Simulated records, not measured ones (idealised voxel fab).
You're looking at the process module voxel air gaps.
We display cut, a cross-section 175 nm in width whose square cells are each 5 nm.
Square cells in a grid make up a cross-section in this document, and the grid is given as bands, listed from the top down, each one or more rows of cells.
First you get the band's top height and its bottom height, in nm, and then the materials it's made of, left to right, with each width in nm. If you see a single material with "everywhere", that one covers the band edge to edge. "blank" is empty space.
Basically, 0 is our baseline, since under it the wafer straight out of the box is all one material. The bottom band has no lower end and keeps on going down, so it looks like "0 down".
Per-row width for "30->40": begins at first number (top row of band), ends at second number (bottom row), increment between rows held constant.
Given "remains unaltered" for a step, no cell of the cross-section differs between before and after that step.
"Sealed void list" contains a list of empty spaces, each no smaller than 8 cells and without an open way to the top, written in the form width x height at distance with the distance from the left edge and all three in nm.
What comes after the settings on a step's line is commentary from the simulator itself on that step.
The setting "overlay nm" may be written on the line of a step. When the step uses a mask, the value reports how far to the right of the planned place the mask lay, and a negative value reports that it lay to the left.

# These are the steps we planned for the process
1: RECEIVE (material Si)
2: CONFORMAL_DEP (material SiO2; thk nm 15)
3: CONFORMAL_DEP (material SiCN; thk nm 5)
4: DIRECTIONAL_DEP (material SiO2; thk nm 30)
5: DIRECTIONAL_DEP (material aC; thk nm 15)
6: PATTERN (tone open; mask id LINES; material resist; width nm 25; pitch nm 50; thk nm 35; overlay nm 0)
7: DIRECTIONAL_ETCH (etch materials aC; depth nm 15)
8: STRIP (etch materials resist)
9: DIRECTIONAL_ETCH (etch materials SiO2; depth nm 30)
10: STRIP (etch materials aC)
11: CONFORMAL_DEP (material TiN; thk nm 5)
12: FILL_DEP (material Cu; thk nm 10)
13: CMP (height nm 50)
14: EPI (material Ru; thk nm 10)
15: SELECTIVE_ETCH (etch materials SiO2; depth nm 40)
16: CONFORMAL_DEP (material SiCN; thk nm 5)

# Account of the first of two wafers, which was processed as intended

# Cross-sectional view of the wafer in its as-received condition, corresponding to the state after step 1
  0 down: Si everywhere
  Sealed void list: none

# The wafer in cross-section once step 2 is complete
  15 to 0: SiO2 everywhere
  Rest of section, below 0: as before.

# The wafer in cross-section once step 3 is complete
  20 to 15: SiCN everywhere
  Rest of section, below 15: as before.

# The wafer in cross-section once step 4 is complete
  50 to 20: SiO2 everywhere
  Rest of section, below 20: as before.

# The wafer in cross-section once step 5 is complete
  65 to 50: aC everywhere
  Rest of section, below 50: as before.

# The wafer in cross-section once step 6 is complete
  100 to 65: 25 resist  25 blank  25 resist  25 blank  25 resist  25 blank  25 resist
  Rest of section, below 65: as before.

# The wafer in cross-section once step 7 is complete
  85 to 65: 25 resist  25 blank  25 resist  25 blank  25 resist  25 blank  25 resist
  65 to 50: 25 aC  25 blank  25 aC  25 blank  25 aC  25 blank  25 aC
  Rest of section, below 50: as before.

# The wafer in cross-section once step 8 is complete
  65 to 50: 25 aC  25 blank  25 aC  25 blank  25 aC  25 blank  25 aC
  Rest of section, below 50: as before.

# The wafer in cross-section once step 9 is complete
  65 to 50: 25 aC  25 blank  25 aC  25 blank  25 aC  25 blank  25 aC
  50 to 20: 25 SiO2  25 blank  25 SiO2  25 blank  25 SiO2  25 blank  25 SiO2
  Rest of section, below 20: as before.

# The wafer in cross-section once step 10 is complete
  50 to 20: 25 SiO2  25 blank  25 SiO2  25 blank  25 SiO2  25 blank  25 SiO2
  Rest of section, below 20: as before.

# The wafer in cross-section once step 11 is complete
  55 to 50: 30 TiN  15 blank  35 TiN  15 blank  35 TiN  15 blank  30 TiN
  50 to 25: 25 SiO2  5 TiN  15 blank  5 TiN  25 SiO2  5 TiN  15 blank  5 TiN  25 SiO2  5 TiN  15 blank  5 TiN  25 SiO2
  25 to 20: 25 SiO2  25 TiN  25 SiO2  25 TiN  25 SiO2  25 TiN  25 SiO2
  Rest of section, below 20: as before.

# The wafer in cross-section once step 12 is complete
  65 to 55: Cu everywhere
  55 to 50: 30 TiN  15 Cu  35 TiN  15 Cu  35 TiN  15 Cu  30 TiN
  50 to 25: 25 SiO2  5 TiN  15 Cu  5 TiN  25 SiO2  5 TiN  15 Cu  5 TiN  25 SiO2  5 TiN  15 Cu  5 TiN  25 SiO2
  Rest of section, below 25: as before.

# The wafer in cross-section once step 13 is complete
  50 to 25: 25 SiO2  5 TiN  15 Cu  5 TiN  25 SiO2  5 TiN  15 Cu  5 TiN  25 SiO2  5 TiN  15 Cu  5 TiN  25 SiO2
  Rest of section, below 25: as before.

# The wafer in cross-section once step 14 is complete
  60 to 50: 15 blank  45 Ru  5 blank  45 Ru  5 blank  45 Ru  15 blank
  Rest of section, below 50: as before.

# The wafer in cross-section once step 15 is complete
  60 to 50: 15 blank  45 Ru  5 blank  45 Ru  5 blank  45 Ru  15 blank
  50 to 25: 25 blank  5 TiN  15 Cu  5 TiN  25 blank  5 TiN  15 Cu  5 TiN  25 blank  5 TiN  15 Cu  5 TiN  25 blank
  25 to 20: 25 blank  25 TiN  25 blank  25 TiN  25 blank  25 TiN  25 blank
  Rest of section, below 20: as before.

# The wafer in cross-section once step 16 is complete
  65 to 60: 10 blank  155 SiCN  10 blank
  60 to 50: 10 blank  5 SiCN  45 Ru  5 SiCN  45 Ru  5 SiCN  45 Ru  5 SiCN  10 blank
  50 to 45: 10 blank  15 SiCN  5 TiN  15 Cu  5 TiN  25 SiCN  5 TiN  15 Cu  5 TiN  25 SiCN  5 TiN  15 Cu  5 TiN  15 SiCN  10 blank
  45 to 25: 20 blank  5 SiCN  5 TiN  15 Cu  5 TiN  5 SiCN  15 blank  5 SiCN  5 TiN  15 Cu  5 TiN  5 SiCN  15 blank  5 SiCN  5 TiN  15 Cu  5 TiN  5 SiCN  20 blank
  25 to 20: 25 SiCN  25 TiN  25 SiCN  25 TiN  25 SiCN  25 TiN  25 SiCN
  Rest of section, below 20: as before.
  Sealed void list: 15 x 20 at 55; 15 x 20 at 105

# Second wafer - shared start and plan with the first - one error in running - same as the first up to step 2 inclusive

Cross-section: second wafer, time at which step 3 was scheduled to end: remains unaltered

# Cross-section: second wafer, time at which step 4 was scheduled to end
  45 to 0: SiO2 everywhere
  Rest of section, below 0: as before.

# Cross-section: second wafer, time at which step 5 was scheduled to end
  60 to 45: aC everywhere
  Rest of section, below 45: as before.

# Cross-section: second wafer, time at which step 6 was scheduled to end
  95 to 60: 25 resist  25 blank  25 resist  25 blank  25 resist  25 blank  25 resist
  Rest of section, below 60: as before.

# Cross-section: second wafer, time at which step 7 was scheduled to end
  80 to 60: 25 resist  25 blank  25 resist  25 blank  25 resist  25 blank  25 resist
  60 to 45: 25 aC  25 blank  25 aC  25 blank  25 aC  25 blank  25 aC
  Rest of section, below 45: as before.

# Cross-section: second wafer, time at which step 8 was scheduled to end
  60 to 45: 25 aC  25 blank  25 aC  25 blank  25 aC  25 blank  25 aC
  Rest of section, below 45: as before.

# Cross-section: second wafer, time at which step 9 was scheduled to end
  60 to 45: 25 aC  25 blank  25 aC  25 blank  25 aC  25 blank  25 aC
  45 to 15: 25 SiO2  25 blank  25 SiO2  25 blank  25 SiO2  25 blank  25 SiO2
  Rest of section, below 15: as before.

# Cross-section: second wafer, time at which step 10 was scheduled to end
  45 to 15: 25 SiO2  25 blank  25 SiO2  25 blank  25 SiO2  25 blank  25 SiO2
  Rest of section, below 15: as before.

# Cross-section: second wafer, time at which step 11 was scheduled to end
  50 to 45: 30 TiN  15 blank  35 TiN  15 blank  35 TiN  15 blank  30 TiN
  45 to 20: 25 SiO2  5 TiN  15 blank  5 TiN  25 SiO2  5 TiN  15 blank  5 TiN  25 SiO2  5 TiN  15 blank  5 TiN  25 SiO2
  20 to 15: 25 SiO2  25 TiN  25 SiO2  25 TiN  25 SiO2  25 TiN  25 SiO2
  Rest of section, below 15: as before.

# Cross-section: second wafer, time at which step 12 was scheduled to end
  60 to 50: Cu everywhere
  50 to 45: 30 TiN  15 Cu  35 TiN  15 Cu  35 TiN  15 Cu  30 TiN
  45 to 20: 25 SiO2  5 TiN  15 Cu  5 TiN  25 SiO2  5 TiN  15 Cu  5 TiN  25 SiO2  5 TiN  15 Cu  5 TiN  25 SiO2
  Rest of section, below 20: as before.

# Cross-section: second wafer, time at which step 13 was scheduled to end
  50 to 45: 30 TiN  15 Cu  35 TiN  15 Cu  35 TiN  15 Cu  30 TiN
  Rest of section, below 45: as before.

# Cross-section: second wafer, time at which step 14 was scheduled to end
  60 to 50: Ru everywhere
  Rest of section, below 50: as before.

Cross-section: second wafer, time at which step 15 was scheduled to end: remains unaltered

# Cross-section: second wafer, time at which step 16 was scheduled to end
  65 to 60: SiCN everywhere
  Rest of section, below 60: as before.
Processing error: it should be noted that step 3 of the plan was omitted and was not performed
Per the end-of-run cell counts, the second wafer holds more or fewer of some materials than the first: 9 more of Cu, 16 more of Ru, 99 fewer of SiCN, 120 more of SiO2, 26 more of TiN
Quick summary for you: first wafer finishes at 2 closed voids, second at 0.
